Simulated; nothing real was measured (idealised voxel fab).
process module | voxel self aligned contacts
cross-section cut | 255 nm wide | cells 5 nm
A cross-section is a grid of square cells, given in bands from the top down. A band is one or more rows of cells.
Each band's line starts with the height of the band's top and of its bottom, in nm. Then come its materials from left to right, each with its width in nm. One material with "throughout" fills the band from edge to edge. "air" is empty space.
Height 0 is the level under which the wafer as received is all one material. The lowest band goes on downwards, as in "0 down".
A width such as "30 to 40" changes by the same amount from each row of cells to the next, from the band's top row to its bottom row.
"no change" after a step means that no cell of the cross-section changed.
closed voids: empty space of 8 cells or more with no open way to the top, each as width x height at its distance from the left edge, in nm
after a step's settings: what the simulator itself notes on the step
overlay nm, on a step with a mask: how far to the right of its planned place the mask lay; to the left if negative
plan
1 op RECEIVE | material Si
2 op OXIDIZE | depth nm 5
3 op DIRECTIONAL_DEP | material polySi | thk nm 20
4 op DIRECTIONAL_DEP | material SiN | thk nm 25
5 op DIRECTIONAL_DEP | material aC | thk nm 10
6 op PATTERN | tone cover | mask id GATE | material resist | width nm 30 | pitch nm 65 | thk nm 25 | overlay nm 0
7 op DIRECTIONAL_ETCH | etch materials aC | depth nm 10
8 op STRIP | etch materials resist
9 op DIRECTIONAL_ETCH | etch materials SiN | depth nm 25
10 op DIRECTIONAL_ETCH | etch materials polySi | depth nm 20
11 op STRIP | etch materials aC
12 op CONFORMAL_DEP | material SiN | thk nm 10
13 op DIRECTIONAL_ETCH | etch materials SiN | depth nm 5
14 op FILL_DEP | material SiO2 | thk nm 10
15 op CMP | height nm 50
16 op MASKED_ETCH | tone open | mask id CONTACT | width nm 45 | etch materials SiO2 | depth nm 55 | overlay nm 0
17 op CONFORMAL_DEP | material TiN | thk nm 5
18 op FILL_DEP | material Ru | thk nm 5
19 op CMP | height nm 50
20 op CONFORMAL_DEP | material SiCN | thk nm 5
varied across the wafers: depth nm of step 13. The plan shows the first wafer's value. All wafers start alike
first wafer as received, after step 1
  0 down: Si throughout
  closed voids: none
first wafer at the end, after step 20
  55 to 50: SiCN throughout
  50 to 20: SiO2 70 | SiN 50 | TiN 5 | Ru 5 | TiN 5 | SiN 50 | SiO2 70
  20 to 10: SiO2 70 | SiN 10 | polySi 30 | SiN 10 | TiN 5 | Ru 5 | TiN 5 | SiN 10 | polySi 30 | SiN 10 | SiO2 70
  10 to 5: SiO2 70 | SiN 10 | polySi 30 | SiN 10 | TiN 15 | SiN 10 | polySi 30 | SiN 10 | SiO2 70
  5 to 0: SiN 80 | polySi 30 | SiN 35 | polySi 30 | SiN 80
  0 to -5: SiO2 throughout
  -5 down: Si throughout
  closed voids: none
last wafer at the end
  55 to 50: SiCN throughout
  50 to 40: SiO2 105 | TiN 5 to 20 | Ru 35 to 5 | TiN 5 to 20 | SiO2 105
  40 to 20: SiO2 70 | SiN 50 | TiN 5 | Ru 5 | TiN 5 | SiN 50 | SiO2 70
  20 to 0: SiO2 70 | SiN 10 | polySi 30 | SiN 10 | TiN 5 | Ru 5 | TiN 5 | SiN 10 | polySi 30 | SiN 10 | SiO2 70
  0 to -5: SiO2 120 | TiN 15 | SiO2 120
  -5 down: Si throughout
  closed voids: none
each wafer at the end: cells of each material gained (+) or lost (-) since it was received, then its closed voids
depth nm 5 | +8 Ru | -51 Si | +51 SiCN | +183 SiN | +303 SiO2 | +19 TiN | +48 polySi | closed voids: none
depth nm 10 | +10 Ru | -51 Si | +51 SiCN | +132 SiN | +342 SiO2 | +29 TiN | +48 polySi | closed voids: none
depth nm 15 | +16 Ru | -51 Si | +51 SiCN | +112 SiN | +356 SiO2 | +29 TiN | +48 polySi | closed voids: none
